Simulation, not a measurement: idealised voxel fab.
The following is a process module called voxel gate over fins.
The figure presents cross-section cut, which has a width of 290 nm and is divided into square cells with an edge length of 5 nm.
Throughout this document, each cross-section is represented as a grid of square cells and is presented as a sequence of bands enumerated from the top downward, where a band comprises one or more rows of cells. Band: top and bottom heights (nm) first, top before bottom; then materials from left to right, widths in nm. "everywhere" marks a sole material filling the band edge to edge. "air" denotes empty space. A quick word on heights: they are counted from 0, and under that level the wafer as it came to us is one material throughout. The lowest band is different from the rest in having no bottom; it simply continues downward, written as in "0 down". You'd read "30->40" like this: the band's top row of cells is as wide as the first number, its bottom row is as wide as the second, and going down, every row changes width by the same amount as the row before did. Take "identical to before" at face value: in the step it is given for, the cross-section changed in none of its cells. What "Closed voids list" gives you is every empty space of 8 cells or more that is cut off from the top. Each appears as width x height at distance, with the distance taken from the left edge and width, height and distance all in nm. It should be noted that, on the line of a given step, the content following the step's settings is a remark produced by the simulator itself with respect to that step. overlay nm: mask right of planned place by this much (step with mask). Neg. = left.
## This section lists the process steps that were planned
- 1: RECEIVE: material Si
- 2: CONFORMAL_DEP: material SiN, thk nm 5
- 3: DIRECTIONAL_DEP: material aC, thk nm 15
- 4: PATTERN: tone cover, mask id FINS, material resist, width nm 15, pitch nm 60, thk nm 35, overlay nm 0
- 5: DIRECTIONAL_ETCH: etch materials aC, depth nm 15
- 6: STRIP: etch materials resist
- 7: DIRECTIONAL_ETCH: etch materials SiN, depth nm 5
- 8: DIRECTIONAL_ETCH: etch materials Si, depth nm 40
- 9: STRIP: etch materials aC
- 10: FILL_DEP: material SiO2, thk nm 15
- 11: CMP: height nm 5
- 12: PATTERN: tone open, mask id RAIL, material resist, width nm 15, thk nm 15, overlay nm 0
- 13: DIRECTIONAL_ETCH: etch materials SiO2, depth nm 40
- 14: STRIP: etch materials resist
- 15: CONFORMAL_DEP: material TiN, thk nm 5
- 16: FILL_DEP: material W, thk nm 5
- 17: CMP: height nm 5
- 18: SELECTIVE_ETCH: etch materials W Ru TiN, depth nm 20
- 19: FILL_DEP: material SiO2, thk nm 5
- 20: CMP: height nm 5
- 21: SELECTIVE_ETCH: etch materials SiO2, depth nm 15
- 22: STRIP: etch materials SiN
- 23: CONFORMAL_DEP: material HfO2, thk nm 5
- 24: CONFORMAL_DEP: material TiN, thk nm 5
- 25: FILL_DEP: material W, thk nm 15
- 26: CMP: height nm 20
- 27: CONFORMAL_DEP: material SiCN, thk nm 10
## First of two wafers, with the run carried out as planned
## As-received state of the wafer in cross-section, equivalent to post-step 1
0 down: Si everywhere
Closed voids list: none
## Cross-sectional representation of the wafer at the conclusion of step 2
5 to 0: SiN everywhere
All layers under 0 are left as they were.
## Cross-sectional representation of the wafer at the conclusion of step 3
20 to 5: aC everywhere
All layers under 5 are left as they were.
## Cross-sectional representation of the wafer at the conclusion of step 4
55 to 20: 45 of air | 15 of resist | 45 of air | 15 of resist | 45 of air | 15 of resist | 45 of air | 15 of resist | 50 of air
All layers under 20 are left as they were.
## Cross-sectional representation of the wafer at the conclusion of step 5
40 to 20: 45 of air | 15 of resist | 45 of air | 15 of resist | 45 of air | 15 of resist | 45 of air | 15 of resist | 50 of air
20 to 5: 45 of air | 15 of aC | 45 of air | 15 of aC | 45 of air | 15 of aC | 45 of air | 15 of aC | 50 of air
All layers under 5 are left as they were.
## Cross-sectional representation of the wafer at the conclusion of step 6
20 to 5: 45 of air | 15 of aC | 45 of air | 15 of aC | 45 of air | 15 of aC | 45 of air | 15 of aC | 50 of air
All layers under 5 are left as they were.
## Cross-sectional representation of the wafer at the conclusion of step 7
20 to 5: 45 of air | 15 of aC | 45 of air | 15 of aC | 45 of air | 15 of aC | 45 of air | 15 of aC | 50 of air
5 to 0: 45 of air | 15 of SiN | 45 of air | 15 of SiN | 45 of air | 15 of SiN | 45 of air | 15 of SiN | 50 of air
All layers under 0 are left as they were.
## Cross-sectional representation of the wafer at the conclusion of step 8
20 to 5: 45 of air | 15 of aC | 45 of air | 15 of aC | 45 of air | 15 of aC | 45 of air | 15 of aC | 50 of air
5 to 0: 45 of air | 15 of SiN | 45 of air | 15 of SiN | 45 of air | 15 of SiN | 45 of air | 15 of SiN | 50 of air
0 to -40: 45 of air | 15 of Si | 45 of air | 15 of Si | 45 of air | 15 of Si | 45 of air | 15 of Si | 50 of air
All layers under -40 are left as they were.
## Cross-sectional representation of the wafer at the conclusion of step 9
5 to 0: 45 of air | 15 of SiN | 45 of air | 15 of SiN | 45 of air | 15 of SiN | 45 of air | 15 of SiN | 50 of air
All layers under 0 are left as they were.
## Cross-sectional representation of the wafer at the conclusion of step 10
20 to 5: SiO2 everywhere
5 to 0: 45 of SiO2 | 15 of SiN | 45 of SiO2 | 15 of SiN | 45 of SiO2 | 15 of SiN | 45 of SiO2 | 15 of SiN | 50 of SiO2
0 to -40: 45 of SiO2 | 15 of Si | 45 of SiO2 | 15 of Si | 45 of SiO2 | 15 of Si | 45 of SiO2 | 15 of Si | 50 of SiO2
All layers under -40 are left as they were.
## Cross-sectional representation of the wafer at the conclusion of step 11
5 to 0: 45 of SiO2 | 15 of SiN | 45 of SiO2 | 15 of SiN | 45 of SiO2 | 15 of SiN | 45 of SiO2 | 15 of SiN | 50 of SiO2
All layers under 0 are left as they were.
## Cross-sectional representation of the wafer at the conclusion of step 12
20 to 5: 75 of resist | 15 of air | 200 of resist
All layers under 5 are left as they were.
## Cross-sectional representation of the wafer at the conclusion of step 13
20 to 5: 75 of resist | 15 of air | 200 of resist
5 to 0: 45 of SiO2 | 15 of SiN | 15 of SiO2 | 15 of air | 15 of SiO2 | 15 of SiN | 45 of SiO2 | 15 of SiN | 45 of SiO2 | 15 of SiN | 50 of SiO2
0 to -35: 45 of SiO2 | 15 of Si | 15 of SiO2 | 15 of air | 15 of SiO2 | 15 of Si | 45 of SiO2 | 15 of Si | 45 of SiO2 | 15 of Si | 50 of SiO2
All layers under -35 are left as they were.
## Cross-sectional representation of the wafer at the conclusion of step 14
5 to 0: 45 of SiO2 | 15 of SiN | 15 of SiO2 | 15 of air | 15 of SiO2 | 15 of SiN | 45 of SiO2 | 15 of SiN | 45 of SiO2 | 15 of SiN | 50 of SiO2
All layers under 0 are left as they were.
## Cross-sectional representation of the wafer at the conclusion of step 15
10 to 5: 80 of TiN | 5 of air | 205 of TiN
5 to 0: 45 of SiO2 | 15 of SiN | 15 of SiO2 | 5 of TiN | 5 of air | 5 of TiN | 15 of SiO2 | 15 of SiN | 45 of SiO2 | 15 of SiN | 45 of SiO2 | 15 of SiN | 50 of SiO2
0 to -30: 45 of SiO2 | 15 of Si | 15 of SiO2 | 5 of TiN | 5 of air | 5 of TiN | 15 of SiO2 | 15 of Si | 45 of SiO2 | 15 of Si | 45 of SiO2 | 15 of Si | 50 of SiO2
-30 to -35: 45 of SiO2 | 15 of Si | 15 of SiO2 | 15 of TiN | 15 of SiO2 | 15 of Si | 45 of SiO2 | 15 of Si | 45 of SiO2 | 15 of Si | 50 of SiO2
All layers under -35 are left as they were.
## Cross-sectional representation of the wafer at the conclusion of step 16
15 to 10: W everywhere
10 to 5: 80 of TiN | 5 of W | 205 of TiN
5 to 0: 45 of SiO2 | 15 of SiN | 15 of SiO2 | 5 of TiN | 5 of W | 5 of TiN | 15 of SiO2 | 15 of SiN | 45 of SiO2 | 15 of SiN | 45 of SiO2 | 15 of SiN | 50 of SiO2
0 to -30: 45 of SiO2 | 15 of Si | 15 of SiO2 | 5 of TiN | 5 of W | 5 of TiN | 15 of SiO2 | 15 of Si | 45 of SiO2 | 15 of Si | 45 of SiO2 | 15 of Si | 50 of SiO2
All layers under -30 are left as they were.
## Cross-sectional representation of the wafer at the conclusion of step 17
5 to 0: 45 of SiO2 | 15 of SiN | 15 of SiO2 | 5 of TiN | 5 of W | 5 of TiN | 15 of SiO2 | 15 of SiN | 45 of SiO2 | 15 of SiN | 45 of SiO2 | 15 of SiN | 50 of SiO2
All layers under 0 are left as they were.
## Cross-sectional representation of the wafer at the conclusion of step 18
5 to 0: 45 of SiO2 | 15 of SiN | 15 of SiO2 | 15 of air | 15 of SiO2 | 15 of SiN | 45 of SiO2 | 15 of SiN | 45 of SiO2 | 15 of SiN | 50 of SiO2
0 to -15: 45 of SiO2 | 15 of Si | 15 of SiO2 | 15 of air | 15 of SiO2 | 15 of Si | 45 of SiO2 | 15 of Si | 45 of SiO2 | 15 of Si | 50 of SiO2
All layers under -15 are left as they were.
## Cross-sectional representation of the wafer at the conclusion of step 19
10 to 5: SiO2 everywhere
5 to 0: 45 of SiO2 | 15 of SiN | 45 of SiO2 | 15 of SiN | 45 of SiO2 | 15 of SiN | 45 of SiO2 | 15 of SiN | 50 of SiO2
0 to -15: 45 of SiO2 | 15 of Si | 45 of SiO2 | 15 of Si | 45 of SiO2 | 15 of Si | 45 of SiO2 | 15 of Si | 50 of SiO2
All layers under -15 are left as they were.
## Cross-sectional representation of the wafer at the conclusion of step 20
5 to 0: 45 of SiO2 | 15 of SiN | 45 of SiO2 | 15 of SiN | 45 of SiO2 | 15 of SiN | 45 of SiO2 | 15 of SiN | 50 of SiO2
All layers under 0 are left as they were.
## Cross-sectional representation of the wafer at the conclusion of step 21
5 to 0: 45 of air | 15 of SiN | 45 of air | 15 of SiN | 45 of air | 15 of SiN | 45 of air | 15 of SiN | 50 of air
0 to -10: 45 of air | 15 of Si | 45 of air | 15 of Si | 45 of air | 15 of Si | 45 of air | 15 of Si | 50 of air
All layers under -10 are left as they were.
## Cross-sectional representation of the wafer at the conclusion of step 22
0 to -10: 45 of air | 15 of Si | 45 of air | 15 of Si | 45 of air | 15 of Si | 45 of air | 15 of Si | 50 of air
All layers under -10 are left as they were.
## Cross-sectional representation of the wafer at the conclusion of step 23
5 to 0: 40 of air | 25 of HfO2 | 35 of air | 25 of HfO2 | 35 of air | 25 of HfO2 | 35 of air | 25 of HfO2 | 45 of air
0 to -5: 40 of air | 5 of HfO2 | 15 of Si | 5 of HfO2 | 35 of air | 5 of HfO2 | 15 of Si | 5 of HfO2 | 35 of air | 5 of HfO2 | 15 of Si | 5 of HfO2 | 35 of air | 5 of HfO2 | 15 of Si | 5 of HfO2 | 45 of air
-5 to -10: 45 of HfO2 | 15 of Si | 45 of HfO2 | 15 of Si | 45 of HfO2 | 15 of Si | 45 of HfO2 | 15 of Si | 50 of HfO2
All layers under -10 are left as they were.
## Cross-sectional representation of the wafer at the conclusion of step 24
10 to 5: 35 of air | 35 of TiN | 25 of air | 35 of TiN | 25 of air | 35 of TiN | 25 of air | 35 of TiN | 40 of air
5 to 0: 35 of air | 5 of TiN | 25 of HfO2 | 5 of TiN | 25 of air | 5 of TiN | 25 of HfO2 | 5 of TiN | 25 of air | 5 of TiN | 25 of HfO2 | 5 of TiN | 25 of air | 5 of TiN | 25 of HfO2 | 5 of TiN | 40 of air
0 to -5: 40 of TiN | 5 of HfO2 | 15 of Si | 5 of HfO2 | 35 of TiN | 5 of HfO2 | 15 of Si | 5 of HfO2 | 35 of TiN | 5 of HfO2 | 15 of Si | 5 of HfO2 | 35 of TiN | 5 of HfO2 | 15 of Si | 5 of HfO2 | 45 of TiN
All layers under -5 are left as they were.
## Cross-sectional representation of the wafer at the conclusion of step 25
25 to 10: W everywhere
10 to 5: 35 of W | 35 of TiN | 25 of W | 35 of TiN | 25 of W | 35 of TiN | 25 of W | 35 of TiN | 40 of W
5 to 0: 35 of W | 5 of TiN | 25 of HfO2 | 5 of TiN | 25 of W | 5 of TiN | 25 of HfO2 | 5 of TiN | 25 of W | 5 of TiN | 25 of HfO2 | 5 of TiN | 25 of W | 5 of TiN | 25 of HfO2 | 5 of TiN | 40 of W
All layers under 0 are left as they were.
## Cross-sectional representation of the wafer at the conclusion of step 26
20 to 10: W everywhere
All layers under 10 are left as they were.
## Cross-sectional representation of the wafer at the conclusion of step 27
30 to 20: SiCN everywhere
All layers under 20 are left as they were.
## Here the second wafer is described. Its start and its plan were those of the first wafer. Its run contained one mistake. Up to and including step 22, it did exactly what the first wafer did
Second wafer, cross-section, planned end of step 23: identical to before
## Second wafer, cross-section, planned end of step 24
5 to 0: 40 of air | 25 of TiN | 35 of air | 25 of TiN | 35 of air | 25 of TiN | 35 of air | 25 of TiN | 45 of air
0 to -5: 40 of air | 5 of TiN | 15 of Si | 5 of TiN | 35 of air | 5 of TiN | 15 of Si | 5 of TiN | 35 of air | 5 of TiN | 15 of Si | 5 of TiN | 35 of air | 5 of TiN | 15 of Si | 5 of TiN | 45 of air
-5 to -10: 45 of TiN | 15 of Si | 45 of TiN | 15 of Si | 45 of TiN | 15 of Si | 45 of TiN | 15 of Si | 50 of TiN
All layers under -10 are left as they were.
## Second wafer, cross-section, planned end of step 25
20 to 5: W everywhere
5 to 0: 40 of W | 25 of TiN | 35 of W | 25 of TiN | 35 of W | 25 of TiN | 35 of W | 25 of TiN | 45 of W
0 to -5: 40 of W | 5 of TiN | 15 of Si | 5 of TiN | 35 of W | 5 of TiN | 15 of Si | 5 of TiN | 35 of W | 5 of TiN | 15 of Si | 5 of TiN | 35 of W | 5 of TiN | 15 of Si | 5 of TiN | 45 of W
All layers under -5 are left as they were.
Second wafer, cross-section, planned end of step 26: identical to before
## Second wafer, cross-section, planned end of step 27
30 to 20: SiCN everywhere
All layers under 20 are left as they were.
Error vs. plan: the run left out plan step 23 entirely, so it was never executed
The second wafer ends with more or fewer cells of some materials than the first, per final count: HfO2: 74 fewer, W: 74 more
